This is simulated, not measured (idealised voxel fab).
You're looking at the process module voxel transistor to metal.
FYI the section here is cut, 290 nm wide, cells are 5 nm squares.
Reading order for cross-sections: top band down to bottom band. Underlying form: a grid of square cells. Band size: one or more rows of cells. Band entry format. Leading values: height of top, height of bottom, nm. Remainder: materials in left-to-right order, each with its width in nm. Special words: "throughout" on a single material, which then fills the band edge to edge; "air", empty space. Measure heights from 0. That's the level where, below it, the as-received wafer is all one material. The lowest band is bottomless and extends downward; write it as in "0 -> down". So if you see something like "30..40" for the width, read it as the top row of the band sitting at the first number and the bottom row at the second, with every row in between moving by the same amount as the last. Basically "changes: none" means that step didn't change any cell in the cross-section. "Enclosed internal cavities" lists enclosed empty spaces (at least 8 cells, no open path upward to the top), each as width x height at distance from the left edge, in nm. Whatever follows a step's settings on its line is a remark the simulator itself makes about that step. When a step includes a mask, the "overlay nm" setting on its line states how far to the right of its planned place that mask lay, and negative values state how far to the left.
Intended process steps:
1: RECEIVE,material Si
2: OXIDIZE,depth nm 5
3: CONFORMAL_DEP,material SiN,thk nm 15
4: DIRECTIONAL_DEP,material aC,thk nm 10
5: PATTERN,tone cover,mask id ACTIVE,material resist,width nm 115,pitch nm 145,thk nm 25,overlay nm 0
6: DIRECTIONAL_ETCH,etch materials aC,depth nm 10
7: STRIP,etch materials resist
8: DIRECTIONAL_ETCH,etch materials SiN,depth nm 15
9: DIRECTIONAL_ETCH,etch materials SiO2,depth nm 5
10: DIRECTIONAL_ETCH,etch materials Si,depth nm 35
11: STRIP,etch materials aC
12: FILL_DEP,material SiO2,thk nm 15
13: CMP,height nm 15
14: SELECTIVE_ETCH,etch materials SiO2,depth nm 10
15: STRIP,etch materials SiN
16: SELECTIVE_ETCH,etch materials SiO2,depth nm 5
17: OXIDIZE,depth nm 5
18: DIRECTIONAL_DEP,material polySi,thk nm 20
19: DIRECTIONAL_DEP,material SiCN,thk nm 10
20: DIRECTIONAL_DEP,material aC,thk nm 15
21: PATTERN,tone cover,mask id GATE,material resist,width nm 35,pitch nm 145,thk nm 30,overlay nm 0
22: DIRECTIONAL_ETCH,etch materials aC,depth nm 15
23: STRIP,etch materials resist
24: DIRECTIONAL_ETCH,etch materials SiCN,depth nm 20
25: DIRECTIONAL_ETCH,etch materials polySi,depth nm 30
26: STRIP,etch materials aC
27: CONFORMAL_DEP,material SiO2,thk nm 5
28: DIRECTIONAL_ETCH,etch materials SiO2,depth nm 5
29: CONFORMAL_DEP,material SiN,thk nm 5
30: DIRECTIONAL_ETCH,etch materials SiN,depth nm 5
31: DIRECTIONAL_ETCH,etch materials SiO2,depth nm 5
32: DIRECTIONAL_ETCH,etch materials Si,depth nm 10
33: EPI,material SiGe,thk nm 10
34: FILL_DEP,material SiO2,thk nm 10
35: CMP,height nm 15
36: STRIP,etch materials polySi
37: SELECTIVE_ETCH,etch materials SiO2,depth nm 5
38: CONFORMAL_DEP,material HfO2,thk nm 5
39: CONFORMAL_DEP,material TiN,thk nm 5
40: FILL_DEP,material W,thk nm 5
41: CMP,height nm 10
42: DIRECTIONAL_DEP,material SiO2,thk nm 10
43: PATTERN,tone open,mask id CONTACT,material resist,width nm 20,thk nm 20,overlay nm 0
44: DIRECTIONAL_ETCH,etch materials SiO2,depth nm 30
45: STRIP,etch materials resist
46: CONFORMAL_DEP,material TiN,thk nm 5
47: FILL_DEP,material Ru,thk nm 10
48: CMP,height nm 20
49: DIRECTIONAL_DEP,material TiN,thk nm 5
50: DIRECTIONAL_DEP,material W,thk nm 25
51: PATTERN,tone cover,mask id METAL_1,material resist,width nm 20,thk nm 15,overlay nm 0
52: DIRECTIONAL_ETCH,etch materials W,depth nm 25
53: DIRECTIONAL_ETCH,etch materials TiN,depth nm 5
54: STRIP,etch materials resist
55: FILL_DEP,material lowk,thk nm 10
56: CMP,height nm 50
57: CONFORMAL_DEP,material SiCN,thk nm 5
58: DIRECTIONAL_DEP,material SiO2,thk nm 30
59: MASKED_ETCH,tone open,mask id METAL_2,width nm 20,pitch nm 145,etch materials SiO2,depth nm 15,overlay nm 0
60: MASKED_ETCH,tone open,mask id METAL_2_HOLES,width nm 15,pitch nm 145,etch materials SiO2,depth nm 15,overlay nm 0
61: MASKED_ETCH,tone open,mask id METAL_2_HOLES,width nm 15,pitch nm 145,etch materials SiCN,depth nm 5,overlay nm 0
62: CONFORMAL_DEP,material TiN,thk nm 5
63: FILL_DEP,material Cu,thk nm 10
64: CMP,height nm 85
65: CONFORMAL_DEP,material SiN,thk nm 5
As-received state of the wafer in cross-section, equivalent to post-step 1:
	0 -> down | Si throughout
	Enclosed internal cavities: none
a wafer at the end: this start, this plan, one mistake:
	90 -> 85 | SiN throughout
	85 -> 75 | SiO2 20 | TiN 5 | Cu 10 | TiN 5 | SiO2 125 | TiN 5 | Cu 10 | TiN 5 | SiO2 105
	75 -> 70 | SiO2 20 | TiN 5 | Cu 5 | TiN 10 | SiO2 125 | TiN 5 | Cu 5 | TiN 10 | SiO2 105
	70 -> 55 | SiO2 20 | TiN 5 | Cu 5 | TiN 5 | SiO2 130 | TiN 5 | Cu 5 | TiN 5 | SiO2 110
	55 -> 50 | SiCN 20 | TiN 15 | SiCN 130 | TiN 15 | SiCN 110
	50 -> 40 | lowk 20 | W 20 | lowk 65 | W 20 | lowk 40 | W 20 | lowk 65 | W 20 | lowk 20
	40 -> 35 | lowk 20 | TiN 20 | lowk 65 | TiN 20 | lowk 40 | TiN 20 | lowk 65 | TiN 20 | lowk 20
	35 -> 25 | Ru throughout
	25 -> 20 | TiN 25 | Ru 10 | TiN 75 | Ru 10 | TiN 50 | Ru 10 | TiN 75 | Ru 10 | TiN 25
	20 -> 10 | SiO2 20 | TiN 5 | Ru 10 | TiN 5 | SiO2 65 | TiN 5 | Ru 10 | TiN 5 | SiO2 40 | TiN 5 | Ru 10 | TiN 5 | SiO2 65 | TiN 5 | Ru 10 | TiN 5 | SiO2 20
	10 -> 5 | SiO2 20 | TiN 5 | Ru 10 | TiN 5 | SiO2 5 | SiN 5 | HfO2 5 | TiN 5 | W 25 | TiN 5 | HfO2 5 | SiN 5 | SiO2 5 | TiN 5 | Ru 10 | TiN 5 | SiO2 40 | TiN 5 | Ru 10 | TiN 5 | SiO2 5 | SiN 5 | HfO2 5 | TiN 5 | W 25 | TiN 5 | HfO2 5 | SiN 5 | SiO2 5 | TiN 5 | Ru 10 | TiN 5 | SiO2 20
	5 -> 0 | SiO2 20 | TiN 20 | SiO2 5 | SiN 5 | HfO2 5 | TiN 5 | W 25 | TiN 5 | HfO2 5 | SiN 5 | SiO2 5 | TiN 20 | SiO2 40 | TiN 20 | SiO2 5 | SiN 5 | HfO2 5 | TiN 5 | W 25 | TiN 5 | HfO2 5 | SiN 5 | SiO2 5 | TiN 20 | SiO2 20
	0 -> -5 | SiO2 15 | SiN 5 | SiGe 10 | TiN 5 | SiGe 10 | SiN 5 | HfO2 5 | TiN 35 | HfO2 5 | SiN 5 | SiGe 10 | TiN 5 | SiGe 10 | SiN 5 | SiO2 30 | SiN 5 | SiGe 10 | TiN 5 | SiGe 10 | SiN 5 | HfO2 5 | TiN 35 | HfO2 5 | SiN 5 | SiGe 10 | TiN 5 | SiGe 10 | SiN 5 | SiO2 15
	-5 -> -10 | SiO2 20 | SiGe 10 | TiN 5 | SiGe 10 | SiO2 5 | HfO2 45 | SiO2 5 | SiGe 10 | TiN 5 | SiGe 10 | SiO2 40 | SiGe 10 | TiN 5 | SiGe 10 | SiO2 5 | HfO2 45 | SiO2 5 | SiGe 10 | TiN 5 | SiGe 10 | SiO2 20
	-10 -> -20 | SiO2 15 | Si 5 | SiGe 25 | Si 55 | SiGe 25 | Si 5 | SiO2 30 | Si 5 | SiGe 25 | Si 55 | SiGe 25 | Si 5 | SiO2 15
	-20 -> -40 | SiO2 15 | Si 115 | SiO2 30 | Si 115 | SiO2 15
	-40 -> down | Si throughout
	Enclosed internal cavities: none
Deviation noted in wafer processing: plan step 48 was not performed, having been skipped
